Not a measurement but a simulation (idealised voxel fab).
process module | voxel ribs on slabs
cross-section cut | 190 nm wide | cells 5 nm
A cross-section is a grid of square cells, given in bands from the top down. A band is one or more rows of cells.
Each band's line starts with the height of the band's top and of its bottom, in nm. Then come its materials from left to right, each with its width in nm. One material with "throughout" fills the band from edge to edge. "air" is empty space.
Height 0 is the level under which the wafer as received is all one material. The lowest band goes on downwards, as in "0 down".
A width such as "30 to 40" changes by the same amount from each row of cells to the next, from the band's top row to its bottom row.
"no change" after a step means that no cell of the cross-section changed.
closed voids: empty space of 8 cells or more with no open way to the top, each as width x height at its distance from the left edge, in nm
after a step's settings: what the simulator itself notes on the step
overlay nm, on a step with a mask: how far to the right of its planned place the mask lay; to the left if negative
plan
1 op RECEIVE | material Si
2 op DIRECTIONAL_DEP | material SiO2 | thk nm 20
3 op DIRECTIONAL_DEP | material polySi | thk nm 15
4 op MASKED_ETCH | tone cover | mask id RIB | width nm 30 | etch materials polySi | depth nm 5 | overlay nm 0
5 op DIRECTIONAL_DEP | material aC | thk nm 15
6 op PATTERN | tone cover | mask id SLAB | material resist | width nm 70 | thk nm 30 | overlay nm 0
7 op DIRECTIONAL_ETCH | etch materials aC | depth nm 15
8 op STRIP | etch materials resist
9 op DIRECTIONAL_ETCH | etch materials polySi | depth nm 10
10 op STRIP | etch materials aC
11 op FILL_DEP | material SiO2 | thk nm 30
12 op CMP | height nm 55
13 op DIRECTIONAL_DEP | material W | thk nm 10
14 op PATTERN | tone cover | mask id HEATER | material resist | width nm 40 | thk nm 20 | overlay nm 0
15 op DIRECTIONAL_ETCH | etch materials W | depth nm 10
16 op STRIP | etch materials resist
17 op CONFORMAL_DEP | material SiN | thk nm 5
first wafer, as planned
as received, after step 1
  0 down: Si throughout
  closed voids: none
after step 2
  20 to 0: SiO2 throughout
  below 0: unchanged
after step 3
  35 to 20: polySi throughout
  below 20: unchanged
after step 4
  35 to 30: air 80 | polySi 30 | air 80
  below 30: unchanged
after step 5
  50 to 45: air 80 | aC 30 | air 80
  45 to 35: aC throughout
  35 to 30: aC 80 | polySi 30 | aC 80
  below 30: unchanged
after step 6
  80 to 50: air 60 | resist 70 | air 60
  50 to 45: air 60 | resist 20 | aC 30 | resist 20 | air 60
  below 45: unchanged
after step 7
  65 to 50: air 60 | resist 70 | air 60
  50 to 45: air 60 | resist 20 | aC 30 | resist 20 | air 60
  45 to 35: air 60 | aC 70 | air 60
  35 to 30: air 60 | aC 20 | polySi 30 | aC 20 | air 60
  below 30: unchanged
after step 8
  50 to 45: air 80 | aC 30 | air 80
  below 45: unchanged
after step 9
  50 to 45: air 80 | aC 30 | air 80
  45 to 35: air 60 | aC 70 | air 60
  35 to 30: air 60 | aC 20 | polySi 30 | aC 20 | air 60
  30 to 20: air 60 | polySi 70 | air 60
  below 20: unchanged
after step 10
  35 to 30: air 80 | polySi 30 | air 80
  below 30: unchanged
after step 11
  65 to 35: SiO2 throughout
  35 to 30: SiO2 80 | polySi 30 | SiO2 80
  30 to 20: SiO2 60 | polySi 70 | SiO2 60
  below 20: unchanged
after step 12
  55 to 35: SiO2 throughout
  below 35: unchanged
after step 13
  65 to 55: W throughout
  below 55: unchanged
after step 14
  85 to 65: air 75 | resist 40 | air 75
  below 65: unchanged
after step 15
  85 to 65: air 75 | resist 40 | air 75
  65 to 55: air 75 | W 40 | air 75
  below 55: unchanged
after step 16
  65 to 55: air 75 | W 40 | air 75
  below 55: unchanged
after step 17
  70 to 65: air 70 | SiN 50 | air 70
  65 to 60: air 70 | SiN 5 | W 40 | SiN 5 | air 70
  60 to 55: SiN 75 | W 40 | SiN 75
  below 55: unchanged
second wafer: like start, like plan, one mistake. Through step 12 it matches the first wafer
when step 13 should have ended
  60 to 55: W throughout
  below 55: unchanged
when step 14 should have ended
  80 to 60: air 75 | resist 40 | air 75
  below 60: unchanged
when step 15 should have ended
  80 to 60: air 75 | resist 40 | air 75
  60 to 55: air 75 | W 40 | air 75
  below 55: unchanged
when step 16 should have ended
  60 to 55: air 75 | W 40 | air 75
  below 55: unchanged
when step 17 should have ended
  65 to 60: air 70 | SiN 50 | air 70
  60 to 55: SiN 75 | W 40 | SiN 75
  below 55: unchanged
what went wrong: step 13 ran as: op DIRECTIONAL_DEP | material W | thk nm 5
at the end the second wafer has, in cells: 2 fewer of SiN | 8 fewer of W
